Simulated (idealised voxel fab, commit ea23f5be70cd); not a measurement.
Herein follows the process module entitled voxel fin reveal.
Each square cell in cross-section cut measures 5 nm, and the section as a whole is 205 nm wide.
When this document writes out a cross-section, it uses a grid of square cells and lists it as bands, beginning at the top and moving down, with a band standing for one or more rows of cells. Quick guide to a band line: top height, bottom height (nm) up front; then every material left to right with its width in nm. Only one material and it's marked "edge to edge"? Then it fills the band edge to edge. And "air" just means empty space. We count height from 0. Below that, the starting wafer is all one material. The lowest band never ends at the bottom but goes on down; see "0 and below" for how that is written. With a width like "30 to 40", each row of cells in the band differs from the next by the same amount, the top row carrying the first number and the bottom row the second. What does "no modifications" mean for a step? It means no cell of the cross-section changed in that step. You'll see "Enclosed internal voids" listing empty spaces that have no way open to the top, as long as they're 8 cells or more; the notation is width x height at distance, where the distance is from the left edge, and all of it is in nm. Whatever follows a step's settings on its line is a remark the simulator itself makes about that step. The setting "overlay nm" may be written on the line of a step. When the step uses a mask, the value reports how far to the right of the planned place the mask lay, and a negative value reports that it lay to the left.

Process steps foreseen in the plan:
1 op RECEIVE | material Si
2 op CONFORMAL_DEP | material SiN | thk nm 10
3 op DIRECTIONAL_DEP | material aC | thk nm 10
4 op PATTERN | tone cover | mask id FINS | material resist | width nm 15 | pitch nm 35 | thk nm 30 | overlay nm 0
5 op DIRECTIONAL_ETCH | etch materials aC | depth nm 10
6 op STRIP | etch materials resist
7 op DIRECTIONAL_ETCH | etch materials SiN | depth nm 10
8 op DIRECTIONAL_ETCH | etch materials Si | depth nm 35
9 op STRIP | etch materials aC
10 op FILL_DEP | material SiO2 | thk nm 5
11 op CMP | height nm 10
12 op SELECTIVE_ETCH | etch materials SiO2 | depth nm 20
13 op STRIP | etch materials SiN
14 op CONFORMAL_DEP | material HfO2 | thk nm 5

Cross-section, incoming material, after step 1:
- 0 and below = Si edge to edge
- Enclosed internal voids: none

Cross-sectional result after module completion. Note: starting condition and plan are unchanged from above; one processing mistake was made:
- 5 down to 0 = air 55 | HfO2 25 | air 10 | HfO2 25 | air 10 | HfO2 25 | air 55
- 0 down to -5 = air 55 | HfO2 5 | Si 15 | HfO2 5 | air 10 | HfO2 5 | Si 15 | HfO2 5 | air 10 | HfO2 5 | Si 15 | HfO2 5 | air 55
- -5 down to -10 = HfO2 60 | Si 15 | HfO2 20 | Si 15 | HfO2 20 | Si 15 | HfO2 60
- -10 down to -30 = SiO2 60 | Si 15 | SiO2 20 | Si 15 | SiO2 20 | Si 15 | SiO2 60
- -30 and below = Si edge to edge
- Enclosed internal voids: none
Here's what went sideways: step 8 changed vs plan, executed as op DIRECTIONAL_ETCH | etch materials Si | depth nm 30
